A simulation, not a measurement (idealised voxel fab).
Presented below is a process module, voxel capacitor over wiring.
In the cross-section labelled cut, the width is 180 nm and each square cell is 5 nm.
Reading order for cross-sections: top band down to bottom band. Underlying form: a grid of square cells. Band size: one or more rows of cells. The entry gives the band's vertical extent as a top height and a bottom height in nm, then its horizontal make-up as materials from left to right, each with a width in nm. "blank" stands for empty space; a single material marked "full width" fills the band edge to edge. Convention: height 0 is the level below which the wafer, as received, is all one material. The lowest band does not terminate at the bottom but continues downward, represented as "0 nm and below". Width spec "30 to 40" -> top row of cells at first value, bottom row at second value, equal per-row change in between. No cell of the cross-section changed in a step that is given as "remained unchanged". Closed empty spaces (no open way to the top) of 8 cells or more are what "Closed void register" lists, each as width x height at distance from the left edge, nm for all three. The remark found on a step's line after its settings is issued by the simulator itself and pertains to that step. "overlay nm" answers the question of how far to the right of plan the mask lay on a step that has a mask, and when it is negative the answer is to the left.
-- These are the steps we planned for the process
1,RECEIVE, material Si
2,CONFORMAL_DEP, material SiO2, thk nm 10
3,DIRECTIONAL_DEP, material TiN, thk nm 5
4,DIRECTIONAL_DEP, material W, thk nm 15
5,PATTERN, tone cover, mask id METAL_1, material resist, width nm 25, pitch nm 75, thk nm 15, overlay nm 0
6,DIRECTIONAL_ETCH, etch materials W, depth nm 15
7,DIRECTIONAL_ETCH, etch materials TiN, depth nm 5
8,STRIP, etch materials resist
9,FILL_DEP, material lowk, thk nm 5
10,CMP, height nm 30
11,CONFORMAL_DEP, material SiCN, thk nm 5
12,DIRECTIONAL_DEP, material lowk, thk nm 20
13,PATTERN, tone open, mask id PLUG_1, material resist, width nm 15, thk nm 15, overlay nm 0
14,DIRECTIONAL_ETCH, etch materials lowk, depth nm 20
15,DIRECTIONAL_ETCH, etch materials SiCN, depth nm 5
16,STRIP, etch materials resist
17,EPI, material Ru, thk nm 10
18,EPI, material Ru, thk nm 10
19,EPI, material Ru, thk nm 5
20,DIRECTIONAL_DEP, material TiN, thk nm 10
21,DIRECTIONAL_DEP, material Al2O3, thk nm 5
22,DIRECTIONAL_DEP, material TiN, thk nm 5
23,DIRECTIONAL_DEP, material aC, thk nm 15
24,PATTERN, tone cover, mask id UPPER_PLATE, material resist, width nm 55, thk nm 35, overlay nm 0
25,DIRECTIONAL_ETCH, etch materials aC, depth nm 15
26,STRIP, etch materials resist
27,DIRECTIONAL_ETCH, etch materials TiN, depth nm 5
28,DIRECTIONAL_ETCH, etch materials Al2O3, depth nm 5
29,STRIP, etch materials aC
30,PATTERN, tone cover, mask id LOWER_PLATE, material resist, width nm 65, thk nm 20, overlay nm 0
31,DIRECTIONAL_ETCH, etch materials TiN, depth nm 10
32,STRIP, etch materials resist
33,FILL_DEP, material SiO2, thk nm 20
34,CMP, height nm 90
35,PATTERN, tone open, mask id PLUG_2, material resist, width nm 15, thk nm 20, overlay nm 0
36,DIRECTIONAL_ETCH, etch materials SiO2, depth nm 15
37,STRIP, etch materials resist
38,CONFORMAL_DEP, material TiN, thk nm 5
39,FILL_DEP, material W, thk nm 10
40,CMP, height nm 90
41,CONFORMAL_DEP, material SiN, thk nm 5
-- First wafer out of two, processed as planned
-- Cross-section, incoming material, after step 1
    0 nm and below: Si full width
    Closed void register: none
-- Wafer xsec, post step 2
    10 nm to 0 nm: SiO2 full width
    At heights below 0, the structure remains unaltered.
-- Wafer xsec, post step 3
    15 nm to 10 nm: TiN full width
    At heights below 10, the structure remains unaltered.
-- Wafer xsec, post step 4
    30 nm to 15 nm: W full width
    At heights below 15, the structure remains unaltered.
-- Wafer xsec, post step 5
    45 nm to 30 nm: 40 of blank / 25 of resist / 50 of blank / 25 of resist / 40 of blank
    At heights below 30, the structure remains unaltered.
-- Wafer xsec, post step 6
    45 nm to 30 nm: 40 of blank / 25 of resist / 50 of blank / 25 of resist / 40 of blank
    30 nm to 15 nm: 40 of blank / 25 of W / 50 of blank / 25 of W / 40 of blank
    At heights below 15, the structure remains unaltered.
-- Wafer xsec, post step 7
    45 nm to 30 nm: 40 of blank / 25 of resist / 50 of blank / 25 of resist / 40 of blank
    30 nm to 15 nm: 40 of blank / 25 of W / 50 of blank / 25 of W / 40 of blank
    15 nm to 10 nm: 40 of blank / 25 of TiN / 50 of blank / 25 of TiN / 40 of blank
    At heights below 10, the structure remains unaltered.
-- Wafer xsec, post step 8
    30 nm to 15 nm: 40 of blank / 25 of W / 50 of blank / 25 of W / 40 of blank
    At heights below 15, the structure remains unaltered.
-- Wafer xsec, post step 9
    35 nm to 30 nm: lowk full width
    30 nm to 15 nm: 40 of lowk / 25 of W / 50 of lowk / 25 of W / 40 of lowk
    15 nm to 10 nm: 40 of lowk / 25 of TiN / 50 of lowk / 25 of TiN / 40 of lowk
    At heights below 10, the structure remains unaltered.
-- Wafer xsec, post step 10
    30 nm to 15 nm: 40 of lowk / 25 of W / 50 of lowk / 25 of W / 40 of lowk
    At heights below 15, the structure remains unaltered.
-- Wafer xsec, post step 11
    35 nm to 30 nm: SiCN full width
    At heights below 30, the structure remains unaltered.
-- Wafer xsec, post step 12
    55 nm to 35 nm: lowk full width
    At heights below 35, the structure remains unaltered.
-- Wafer xsec, post step 13
    70 nm to 55 nm: 50 of resist / 15 of blank / 115 of resist
    At heights below 55, the structure remains unaltered.
-- Wafer xsec, post step 14
    70 nm to 55 nm: 50 of resist / 15 of blank / 115 of resist
    55 nm to 35 nm: 50 of lowk / 15 of blank / 115 of lowk
    At heights below 35, the structure remains unaltered.
-- Wafer xsec, post step 15
    70 nm to 55 nm: 50 of resist / 15 of blank / 115 of resist
    55 nm to 35 nm: 50 of lowk / 15 of blank / 115 of lowk
    35 nm to 30 nm: 50 of SiCN / 15 of blank / 115 of SiCN
    At heights below 30, the structure remains unaltered.
-- Wafer xsec, post step 16
    55 nm to 35 nm: 50 of lowk / 15 of blank / 115 of lowk
    At heights below 35, the structure remains unaltered.
-- Wafer xsec, post step 17
    55 nm to 40 nm: 50 of lowk / 15 of blank / 115 of lowk
    40 nm to 35 nm: 50 of lowk / 15 of Ru / 115 of lowk
    35 nm to 30 nm: 50 of SiCN / 15 of Ru / 115 of SiCN
    At heights below 30, the structure remains unaltered.
-- Wafer xsec, post step 18
    55 nm to 50 nm: 50 of lowk / 15 of blank / 115 of lowk
    50 nm to 35 nm: 50 of lowk / 15 of Ru / 115 of lowk
    At heights below 35, the structure remains unaltered.
-- Wafer xsec, post step 19
    55 nm to 35 nm: 50 of lowk / 15 of Ru / 115 of lowk
    At heights below 35, the structure remains unaltered.
-- Wafer xsec, post step 20
    65 nm to 55 nm: TiN full width
    At heights below 55, the structure remains unaltered.
-- Wafer xsec, post step 21
    70 nm to 65 nm: Al2O3 full width
    At heights below 65, the structure remains unaltered.
-- Wafer xsec, post step 22
    75 nm to 70 nm: TiN full width
    At heights below 70, the structure remains unaltered.
-- Wafer xsec, post step 23
    90 nm to 75 nm: aC full width
    At heights below 75, the structure remains unaltered.
-- Wafer xsec, post step 24
    125 nm to 90 nm: 50 of blank / 55 of resist / 75 of blank
    At heights below 90, the structure remains unaltered.
-- Wafer xsec, post step 25
    110 nm to 90 nm: 50 of blank / 55 of resist / 75 of blank
    90 nm to 75 nm: 50 of blank / 55 of aC / 75 of blank
    At heights below 75, the structure remains unaltered.
-- Wafer xsec, post step 26
    90 nm to 75 nm: 50 of blank / 55 of aC / 75 of blank
    At heights below 75, the structure remains unaltered.
-- Wafer xsec, post step 27
    90 nm to 75 nm: 50 of blank / 55 of aC / 75 of blank
    75 nm to 70 nm: 50 of blank / 55 of TiN / 75 of blank
    At heights below 70, the structure remains unaltered.
-- Wafer xsec, post step 28
    90 nm to 75 nm: 50 of blank / 55 of aC / 75 of blank
    75 nm to 70 nm: 50 of blank / 55 of TiN / 75 of blank
    70 nm to 65 nm: 50 of blank / 55 of Al2O3 / 75 of blank
    At heights below 65, the structure remains unaltered.
-- Wafer xsec, post step 29
    75 nm to 70 nm: 50 of blank / 55 of TiN / 75 of blank
    At heights below 70, the structure remains unaltered.
-- Wafer xsec, post step 30
    95 nm to 75 nm: 45 of blank / 65 of resist / 70 of blank
    75 nm to 70 nm: 45 of blank / 5 of resist / 55 of TiN / 5 of resist / 70 of blank
    70 nm to 65 nm: 45 of blank / 5 of resist / 55 of Al2O3 / 5 of resist / 70 of blank
    At heights below 65, the structure remains unaltered.
-- Wafer xsec, post step 31
    95 nm to 75 nm: 45 of blank / 65 of resist / 70 of blank
    75 nm to 70 nm: 45 of blank / 5 of resist / 55 of TiN / 5 of resist / 70 of blank
    70 nm to 65 nm: 45 of blank / 5 of resist / 55 of Al2O3 / 5 of resist / 70 of blank
    65 nm to 55 nm: 45 of blank / 65 of TiN / 70 of blank
    At heights below 55, the structure remains unaltered.
-- Wafer xsec, post step 32
    75 nm to 70 nm: 50 of blank / 55 of TiN / 75 of blank
    70 nm to 65 nm: 50 of blank / 55 of Al2O3 / 75 of blank
    At heights below 65, the structure remains unaltered.
-- Wafer xsec, post step 33
    95 nm to 75 nm: SiO2 full width
    75 nm to 70 nm: 50 of SiO2 / 55 of TiN / 75 of SiO2
    70 nm to 65 nm: 50 of SiO2 / 55 of Al2O3 / 75 of SiO2
    65 nm to 55 nm: 45 of SiO2 / 65 of TiN / 70 of SiO2
    At heights below 55, the structure remains unaltered.
-- Wafer xsec, post step 34
    90 nm to 75 nm: SiO2 full width
    At heights below 75, the structure remains unaltered.
-- Wafer xsec, post step 35
    110 nm to 90 nm: 60 of resist / 15 of blank / 105 of resist
    At heights below 90, the structure remains unaltered.
-- Wafer xsec, post step 36
    110 nm to 90 nm: 60 of resist / 15 of blank / 105 of resist
    90 nm to 75 nm: 60 of SiO2 / 15 of blank / 105 of SiO2
    At heights below 75, the structure remains unaltered.
-- Wafer xsec, post step 37
    90 nm to 75 nm: 60 of SiO2 / 15 of blank / 105 of SiO2
    At heights below 75, the structure remains unaltered.
-- Wafer xsec, post step 38
    95 nm to 90 nm: 65 of TiN / 5 of blank / 110 of TiN
    90 nm to 80 nm: 60 of SiO2 / 5 of TiN / 5 of blank / 5 of TiN / 105 of SiO2
    80 nm to 70 nm: 60 to 50 of SiO2 / 15 to 55 of TiN / 105 to 75 of SiO2
    At heights below 70, the structure remains unaltered.
-- Wafer xsec, post step 39
    105 nm to 95 nm: W full width
    95 nm to 90 nm: 65 of TiN / 5 of W / 110 of TiN
    90 nm to 80 nm: 60 of SiO2 / 5 of TiN / 5 of W / 5 of TiN / 105 of SiO2
    At heights below 80, the structure remains unaltered.
-- Wafer xsec, post step 40
    90 nm to 80 nm: 60 of SiO2 / 5 of TiN / 5 of W / 5 of TiN / 105 of SiO2
    At heights below 80, the structure remains unaltered.
-- Wafer xsec, post step 41
    95 nm to 90 nm: SiN full width
    At heights below 90, the structure remains unaltered.
-- Second wafer, same starting state and plan as the first, one mistake in the run, identical through step 13
-- Look at the second wafer in cross-section at the time step 14 ought to have finished
    70 nm to 55 nm: 50 of resist / 15 of blank / 115 of resist
    55 nm to 45 nm: 50 of lowk / 15 of blank / 115 of lowk
    At heights below 45, the structure remains unaltered.
Look at the second wafer in cross-section at the time step 15 ought to have finished: remained unchanged
-- Look at the second wafer in cross-section at the time step 16 ought to have finished
    55 nm to 45 nm: 50 of lowk / 15 of blank / 115 of lowk
    At heights below 45, the structure remains unaltered.
Look at the second wafer in cross-section at the time step 17 ought to have finished: remained unchanged
Look at the second wafer in cross-section at the time step 18 ought to have finished: remained unchanged
Look at the second wafer in cross-section at the time step 19 ought to have finished: remained unchanged
-- Look at the second wafer in cross-section at the time step 20 ought to have finished
    65 nm to 55 nm: 50 of TiN / 15 of blank / 115 of TiN
    55 nm to 45 nm: 50 of lowk / 15 of TiN / 115 of lowk
    At heights below 45, the structure remains unaltered.
-- Look at the second wafer in cross-section at the time step 21 ought to have finished
    70 nm to 65 nm: 50 of Al2O3 / 15 of blank / 115 of Al2O3
    65 nm to 60 nm: 50 of TiN / 15 of blank / 115 of TiN
    60 nm to 55 nm: 50 of TiN / 15 of Al2O3 / 115 of TiN
    At heights below 55, the structure remains unaltered.
-- Look at the second wafer in cross-section at the time step 22 ought to have finished
    75 nm to 70 nm: 50 of TiN / 15 of blank / 115 of TiN
    70 nm to 65 nm: 50 of Al2O3 / 15 of blank / 115 of Al2O3
    65 nm to 60 nm: TiN full width
    At heights below 60, the structure remains unaltered.
-- Look at the second wafer in cross-section at the time step 23 ought to have finished
    90 nm to 80 nm: 50 of aC / 15 of blank / 115 of aC
    80 nm to 75 nm: aC full width
    75 nm to 70 nm: 50 of TiN / 15 of aC / 115 of TiN
    70 nm to 65 nm: 50 of Al2O3 / 15 of aC / 115 of Al2O3
    At heights below 65, the structure remains unaltered.
-- Look at the second wafer in cross-section at the time step 24 ought to have finished
    125 nm to 90 nm: 50 of blank / 55 of resist / 75 of blank
    90 nm to 80 nm: 50 of aC / 15 of resist / 115 of aC
    At heights below 80, the structure remains unaltered.
-- Look at the second wafer in cross-section at the time step 25 ought to have finished
    110 nm to 90 nm: 50 of blank / 55 of resist / 75 of blank
    90 nm to 80 nm: 50 of blank / 15 of resist / 40 of aC / 75 of blank
    80 nm to 75 nm: 50 of blank / 55 of aC / 75 of blank
    At heights below 75, the structure remains unaltered.
-- Look at the second wafer in cross-section at the time step 26 ought to have finished
    90 nm to 80 nm: 65 of blank / 40 of aC / 75 of blank
    At heights below 80, the structure remains unaltered.
-- Look at the second wafer in cross-section at the time step 27 ought to have finished
    90 nm to 80 nm: 65 of blank / 40 of aC / 75 of blank
    80 nm to 75 nm: 50 of blank / 55 of aC / 75 of blank
    75 nm to 70 nm: 50 of blank / 15 of aC / 40 of TiN / 75 of blank
    At heights below 70, the structure remains unaltered.
-- Look at the second wafer in cross-section at the time step 28 ought to have finished
    90 nm to 80 nm: 65 of blank / 40 of aC / 75 of blank
    80 nm to 75 nm: 50 of blank / 55 of aC / 75 of blank
    75 nm to 70 nm: 50 of blank / 15 of aC / 40 of TiN / 75 of blank
    70 nm to 65 nm: 50 of blank / 15 of aC / 40 of Al2O3 / 75 of blank
    At heights below 65, the structure remains unaltered.
-- Look at the second wafer in cross-section at the time step 29 ought to have finished
    75 nm to 70 nm: 65 of blank / 40 of TiN / 75 of blank
    70 nm to 65 nm: 65 of blank / 40 of Al2O3 / 75 of blank
    At heights below 65, the structure remains unaltered.
-- Look at the second wafer in cross-section at the time step 30 ought to have finished
    95 nm to 75 nm: 45 of blank / 65 of resist / 70 of blank
    75 nm to 70 nm: 45 of blank / 20 of resist / 40 of TiN / 5 of resist / 70 of blank
    70 nm to 65 nm: 45 of blank / 20 of resist / 40 of Al2O3 / 5 of resist / 70 of blank
    At heights below 65, the structure remains unaltered.
-- Look at the second wafer in cross-section at the time step 31 ought to have finished
    95 nm to 75 nm: 45 of blank / 65 of resist / 70 of blank
    75 nm to 70 nm: 45 of blank / 20 of resist / 40 of TiN / 5 of resist / 70 of blank
    70 nm to 65 nm: 45 of blank / 20 of resist / 40 of Al2O3 / 5 of resist / 70 of blank
    65 nm to 60 nm: 45 of blank / 65 of TiN / 70 of blank
    60 nm to 55 nm: 45 of blank / 5 of TiN / 15 of Al2O3 / 45 of TiN / 70 of blank
    At heights below 55, the structure remains unaltered.
-- Look at the second wafer in cross-section at the time step 32 ought to have finished
    75 nm to 70 nm: 65 of blank / 40 of TiN / 75 of blank
    70 nm to 65 nm: 65 of blank / 40 of Al2O3 / 75 of blank
    At heights below 65, the structure remains unaltered.
-- Look at the second wafer in cross-section at the time step 33 ought to have finished
    95 nm to 75 nm: SiO2 full width
    75 nm to 70 nm: 65 of SiO2 / 40 of TiN / 75 of SiO2
    70 nm to 65 nm: 65 of SiO2 / 40 of Al2O3 / 75 of SiO2
    65 nm to 60 nm: 45 of SiO2 / 65 of TiN / 70 of SiO2
    60 nm to 55 nm: 45 of SiO2 / 5 of TiN / 15 of Al2O3 / 45 of TiN / 70 of SiO2
    At heights below 55, the structure remains unaltered.
-- Look at the second wafer in cross-section at the time step 34 ought to have finished
    90 nm to 75 nm: SiO2 full width
    At heights below 75, the structure remains unaltered.
-- Look at the second wafer in cross-section at the time step 35 ought to have finished
    110 nm to 90 nm: 60 of resist / 15 of blank / 105 of resist
    At heights below 90, the structure remains unaltered.
-- Look at the second wafer in cross-section at the time step 36 ought to have finished
    110 nm to 90 nm: 60 of resist / 15 of blank / 105 of resist
    90 nm to 75 nm: 60 of SiO2 / 15 of blank / 105 of SiO2
    At heights below 75, the structure remains unaltered.
-- Look at the second wafer in cross-section at the time step 37 ought to have finished
    90 nm to 75 nm: 60 of SiO2 / 15 of blank / 105 of SiO2
    At heights below 75, the structure remains unaltered.
-- Look at the second wafer in cross-section at the time step 38 ought to have finished
    95 nm to 90 nm: 65 of TiN / 5 of blank / 110 of TiN
    90 nm to 80 nm: 60 of SiO2 / 5 of TiN / 5 of blank / 5 of TiN / 105 of SiO2
    80 nm to 70 nm: 60 to 65 of SiO2 / 15 to 40 of TiN / 105 to 75 of SiO2
    At heights below 70, the structure remains unaltered.
-- Look at the second wafer in cross-section at the time step 39 ought to have finished
    105 nm to 95 nm: W full width
    95 nm to 90 nm: 65 of TiN / 5 of W / 110 of TiN
    90 nm to 80 nm: 60 of SiO2 / 5 of TiN / 5 of W / 5 of TiN / 105 of SiO2
    At heights below 80, the structure remains unaltered.
-- Look at the second wafer in cross-section at the time step 40 ought to have finished
    90 nm to 80 nm: 60 of SiO2 / 5 of TiN / 5 of W / 5 of TiN / 105 of SiO2
    At heights below 80, the structure remains unaltered.
-- Look at the second wafer in cross-section at the time step 41 ought to have finished
    95 nm to 90 nm: SiN full width
    At heights below 90, the structure remains unaltered.
Here's what went sideways: so step 14 ended up running with a different setting than we planned, it ran as DIRECTIONAL_ETCH, etch materials lowk, depth nm 10
Counted in cells at the end, the second wafer holds more or fewer of these materials than the first: 15 fewer of Ru, 3 more of SiCN, 6 more of SiO2, 6 more of lowk
